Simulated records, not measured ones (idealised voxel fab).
Name of the process module below: voxel trench capacitor
Xsec cut, 270 nm wide, square cell size 5 nm.
Each cross-section below is a grid of square cells, stated as bands in top-down order, with one or more rows of cells making up each band.
First you get the band's top height and its bottom height, in nm, and then the materials it's made of, left to right, with each width in nm. If you see a single material with "everywhere", that one covers the band edge to edge. "blank" is empty space.
Height 0 is the level under which the wafer as received is all one material. The lowest band goes on downwards, as in "0 down".
So if you see something like "30 to 40" for the width, read it as the top row of the band sitting at the first number and the bottom row at the second, with every row in between moving by the same amount as the last.
"no alteration" after a step means that no cell of the cross-section changed.
You'll see "Completely enclosed voids" listing empty spaces that have no way open to the top, as long as they're 8 cells or more; the notation is width x height at distance, where the distance is from the left edge, and all of it is in nm.
Text after the settings on a step's line: the simulator's own remark on that step.
For masked steps, "overlay nm" on the step line gives how far right of plan the mask actually lay; a minus sign means it lay to the left.
[The planned process steps are enumerated hereunder]
step 1: RECEIVE, material Si
step 2: CONFORMAL_DEP, material SiN, thk nm 10
step 3: DIRECTIONAL_DEP, material aC, thk nm 15
step 4: PATTERN, tone open, mask id TRENCH, material resist, width nm 25, pitch nm 40, thk nm 35, overlay nm 0
step 5: DIRECTIONAL_ETCH, etch materials aC, depth nm 15
step 6: STRIP, etch materials resist
step 7: DIRECTIONAL_ETCH, etch materials SiN, depth nm 10
step 8: DIRECTIONAL_ETCH, etch materials Si, depth nm 30
step 9: STRIP, etch materials aC
step 10: CONFORMAL_DEP, material HfO2, thk nm 5
step 11: CONFORMAL_DEP, material TiN, thk nm 5
step 12: FILL_DEP, material W, thk nm 5
step 13: CMP, height nm 10
[Here's what the wafer looked like in cross-section when it arrived - that's after step 1]
* 0 down = Si everywhere
* Completely enclosed voids: none
[Starting wafer: above. Plan: above. Run: one mistake. Cross-section after the module: below]
* 10 to 0 = 80 nm SiN; 5 nm TiN; 5 nm HfO2; 5 nm W; 5 nm HfO2; 5 nm TiN; 15 nm SiN; 5 nm TiN; 5 nm HfO2; 5 nm W; 5 nm HfO2; 5 nm TiN; 15 nm SiN; 5 nm TiN; 5 nm HfO2; 5 nm W; 5 nm HfO2; 5 nm TiN; 85 nm SiN
* 0 to -20 = 80 nm Si; 5 nm TiN; 5 nm HfO2; 5 nm W; 5 nm HfO2; 5 nm TiN; 15 nm Si; 5 nm TiN; 5 nm HfO2; 5 nm W; 5 nm HfO2; 5 nm TiN; 15 nm Si; 5 nm TiN; 5 nm HfO2; 5 nm W; 5 nm HfO2; 5 nm TiN; 85 nm Si
* -20 to -25 = 80 nm Si; 5 nm TiN; 15 nm HfO2; 5 nm TiN; 15 nm Si; 5 nm TiN; 15 nm HfO2; 5 nm TiN; 15 nm Si; 5 nm TiN; 15 nm HfO2; 5 nm TiN; 85 nm Si
* -25 to -30 = 80 nm Si; 25 nm TiN; 15 nm Si; 25 nm TiN; 15 nm Si; 25 nm TiN; 85 nm Si
* -30 down = Si everywhere
* Completely enclosed voids: none
Want to know what went wrong? it was found that steps 10 and 11 of the process plan had been performed in exchanged positions
